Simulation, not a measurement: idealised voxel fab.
The process module that follows is named voxel local oxidation.
For reference, the cross-section in this document is cut, with width 295 nm and square cells of 5 nm.
Think of the cross-section as a grid of square cells. We describe it in bands, top to bottom, and each band covers one or more rows of those cells.
What a band's entry tells you: where the top is and where the bottom is, as heights in nm, and after that what lies inside, material by material from left to right, each with its width in nm. Empty space is written as the word "empty", and a single material marked with the word "everywhere" occupies the band from edge to edge.
Beneath 0, the wafer as received is one material, and that level is where height counting begins. The lowest band goes on downward without a bottom; it is written like "0 nm and below".
The expression "30->40" gives the width at the extremes of the band, the first number at its top row of cells and the second at its bottom row, with the width changing by equal amounts from each row to the next in between.
What does "no alterations made" mean for a step? It means no cell of the cross-section changed in that step.
Entry "Closed void inventory" = empty spaces >= 8 cells with no open way to the top; each as width x height at distance, distance from left edge, all nm.
Where a step's line continues beyond its settings, the continuation is a remark by the simulator itself on that step.
overlay nm: mask right of planned place by this much (step with mask). Neg. = left.
-- Steps in the process plan
1. RECEIVE | material Si
2. CONFORMAL_DEP | material SiO2 | thk nm 5
3. CONFORMAL_DEP | material SiN | thk nm 15
4. PATTERN | tone cover | mask id ACTIVE | material resist | width nm 125 | thk nm 15 | overlay nm 0
5. DIRECTIONAL_ETCH | etch materials SiN | depth nm 15
6. STRIP | etch materials resist
7. SELECTIVE_ETCH | etch materials SiO2 | depth nm 5
8. OXIDIZE | depth nm 15
9. STRIP | etch materials SiN
-- Wafer at receipt (post step 1), cross-section
    0 nm and below  Si everywhere
    Closed void inventory: none
-- What the wafer looks like in cross-section after this module, when it starts as shown above and follows the plan above but one mistake is made in running it
    5 nm to 0 nm  85 nm empty | 115 nm SiO2 | 95 nm empty
    0 nm to -15 nm  100 nm SiO2 | 85 nm Si | 110 nm SiO2
    -15 nm and below  Si everywhere
    Closed void inventory: none
Misprocessing identified: it should be noted that step 4 was executed with settings other than those planned, the operation and settings actually applied being PATTERN | tone cover | mask id ACTIVE | material resist | width nm 125 | thk nm 15 | overlay nm -5
